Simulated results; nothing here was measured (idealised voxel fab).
Documented hereafter: the process module known as voxel wiring stack.
The cross-section on display is named cut; it measures 195 nm wide, and its cells are 5 nm squares.
A cross-section in this document is a grid of square cells, and it is written down as bands, the top band listed before the ones below it; a band is made up of one or more rows of cells.
Quick guide to a band line: top height, bottom height (nm) up front; then every material left to right with its width in nm. Only one material and it's marked "everywhere"? Then it fills the band edge to edge. And "empty" just means empty space.
Height datum 0, below which the as-received substrate wafer is one material. Lowest band open at the bottom, running downward: "top 0, no bottom".
The expression "30 to 40" gives the width at the extremes of the band, the first number at its top row of cells and the second at its bottom row, with the width changing by equal amounts from each row to the next in between.
Key: "no modifications" - step with no changed cell in the cross-section.
In the "Fully enclosed voids" entry, you get each enclosed empty space of 8 cells or more, one with no open way to the top, written width x height at distance, distance from the left edge, in nm.
Read whatever lies past the settings on a step's line as the simulator's own remark about the step.
overlay nm, on a step with a mask: how far to the right of its planned place the mask lay; to the left if negative
# The process steps that were planned are listed below
1: op RECEIVE | material Si
2: op CONFORMAL_DEP | material SiO2 | thk nm 15
3: op DIRECTIONAL_DEP | material TiN | thk nm 5
4: op DIRECTIONAL_DEP | material W | thk nm 15
5: op MASKED_ETCH | tone cover | mask id METAL_1 | width nm 30 | pitch nm 50 | etch materials W | depth nm 15 | overlay nm 0
6: op MASKED_ETCH | tone cover | mask id METAL_1 | width nm 30 | pitch nm 50 | etch materials TiN | depth nm 5 | overlay nm 0
7: op CONFORMAL_DEP | material SiN | thk nm 5
8: op FILL_DEP | material SiO2 | thk nm 5
9: op CMP | height nm 35
10: op CONFORMAL_DEP | material SiCN | thk nm 5
11: op DIRECTIONAL_DEP | material SiO2 | thk nm 10
12: op MASKED_ETCH | tone open | mask id PLUG_1 | width nm 15 | pitch nm 50 | etch materials SiO2 | depth nm 10 | overlay nm 0
13: op MASKED_ETCH | tone open | mask id PLUG_1 | width nm 15 | pitch nm 50 | etch materials SiCN | depth nm 5 | overlay nm -15
14: op EPI | material Ru | thk nm 10
15: op EPI | material Ru | thk nm 5
16: op CONFORMAL_DEP | material SiN | thk nm 5
17: op DIRECTIONAL_DEP | material lowk | thk nm 20
18: op DIRECTIONAL_DEP | material aC | thk nm 15
19: op PATTERN | tone open | mask id METAL_2 | material resist | width nm 30 | pitch nm 50 | thk nm 35 | overlay nm 0
20: op DIRECTIONAL_ETCH | etch materials aC | depth nm 15
21: op STRIP | etch materials resist
22: op DIRECTIONAL_ETCH | etch materials lowk | depth nm 20
23: op DIRECTIONAL_ETCH | etch materials SiN | depth nm 5
24: op STRIP | etch materials aC
25: op CONFORMAL_DEP | material TiN | thk nm 5
26: op FILL_DEP | material Cu | thk nm 10
27: op CMP | height nm 75
28: op EPI | material Ru | thk nm 5
29: op FILL_DEP | material SiCN | thk nm 5
Wafer-to-wafer difference: overlay nm, step 13. Common start. Plan = first wafer's value.
# As received, i.e. after step 1: cross-section through the first of several wafers
    top 0, no bottom  Si everywhere
    Fully enclosed voids: none
# Module end state after final step 29: cross-section of the first of several wafers
    top 85, bottom 80  SiCN everywhere
    top 80, bottom 75  SiCN (25), then Ru (40), then SiCN (10), then Ru (40), then SiCN (10), then Ru (40), then SiCN (30)
    top 75, bottom 55  lowk (30), then TiN (5), then Cu (20), then TiN (5), then lowk (20), then TiN (5), then Cu (20), then TiN (5), then lowk (20), then TiN (5), then Cu (20), then TiN (5), then lowk (35)
    top 55, bottom 50  SiN (30), then TiN (30), then SiN (20), then TiN (30), then SiN (20), then TiN (30), then SiN (35)
    top 50, bottom 40  SiO2 (30), then SiN (5), then TiN (5), then SiN (5), then SiO2 (35), then SiN (5), then TiN (5), then SiN (5), then SiO2 (35), then SiN (5), then TiN (5), then SiN (5), then SiO2 (50)
    top 40, bottom 35  SiCN everywhere
    top 35, bottom 20  SiO2 (25), then SiN (5), then W (30), then SiN (5), then SiO2 (10), then SiN (5), then W (30), then SiN (5), then SiO2 (10), then SiN (5), then W (30), then SiN (5), then SiO2 (30)
    top 20, bottom 15  SiN (30), then TiN (30), then SiN (20), then TiN (30), then SiN (20), then TiN (30), then SiN (35)
    top 15, bottom 0  SiO2 everywhere
    top 0, no bottom  Si everywhere
    Fully enclosed voids: none
# Cross-section of the final wafer among several, taken at the end of the module
    top 85, bottom 80  SiCN everywhere
    top 80, bottom 75  SiCN (25), then Ru (40), then SiCN (10), then Ru (40), then SiCN (10), then Ru (40), then SiCN (30)
    top 75, bottom 55  lowk (30), then TiN (5), then Cu (20), then TiN (5), then lowk (20), then TiN (5), then Cu (20), then TiN (5), then lowk (20), then TiN (5), then Cu (20), then TiN (5), then lowk (35)
    top 55, bottom 50  SiN (30), then TiN (30), then SiN (20), then TiN (30), then SiN (20), then TiN (30), then SiN (35)
    top 50, bottom 40  SiO2 (30), then SiN (5), then TiN (5), then SiN (5), then SiO2 (35), then SiN (5), then TiN (5), then SiN (5), then SiO2 (35), then SiN (5), then TiN (5), then SiN (5), then SiO2 (50)
    top 40, bottom 35  SiCN everywhere
    top 35, bottom 20  SiO2 (25), then SiN (5), then W (30), then SiN (5), then SiO2 (10), then SiN (5), then W (30), then SiN (5), then SiO2 (10), then SiN (5), then W (30), then SiN (5), then SiO2 (30)
    top 20, bottom 15  SiN (30), then TiN (30), then SiN (20), then TiN (30), then SiN (20), then TiN (30), then SiN (35)
    top 15, bottom 0  SiO2 everywhere
    top 0, no bottom  Si everywhere
    Fully enclosed voids: none
# The table below has one row for each wafer; a row shows, as of the end of the module, how many cells of each material the wafer has gained, marked (+), or lost, marked (-), since it was received, and then the wafer's closed voids
overlay nm -15 | +48 Cu | +24 Ru | +93 SiCN | +72 SiN | +222 SiO2 | +66 TiN | +54 W | +84 lowk | Fully enclosed voids: none
overlay nm -10 | +48 Cu | +45 Ru | +90 SiCN | +60 SiN | +222 SiO2 | +60 TiN | +54 W | +84 lowk | Fully enclosed voids: none
overlay nm -5 | +48 Cu | +48 Ru | +87 SiCN | +60 SiN | +222 SiO2 | +60 TiN | +54 W | +84 lowk | Fully enclosed voids: none
overlay nm 0 | +48 Cu | +51 Ru | +84 SiCN | +60 SiN | +222 SiO2 | +60 TiN | +54 W | +84 lowk | Fully enclosed voids: none
overlay nm 5 | +48 Cu | +48 Ru | +87 SiCN | +60 SiN | +222 SiO2 | +60 TiN | +54 W | +84 lowk | Fully enclosed voids: none
overlay nm 10 | +48 Cu | +45 Ru | +90 SiCN | +60 SiN | +222 SiO2 | +60 TiN | +54 W | +84 lowk | Fully enclosed voids: none
overlay nm 15 | +48 Cu | +24 Ru | +93 SiCN | +72 SiN | +222 SiO2 | +66 TiN | +54 W | +84 lowk | Fully enclosed voids: none
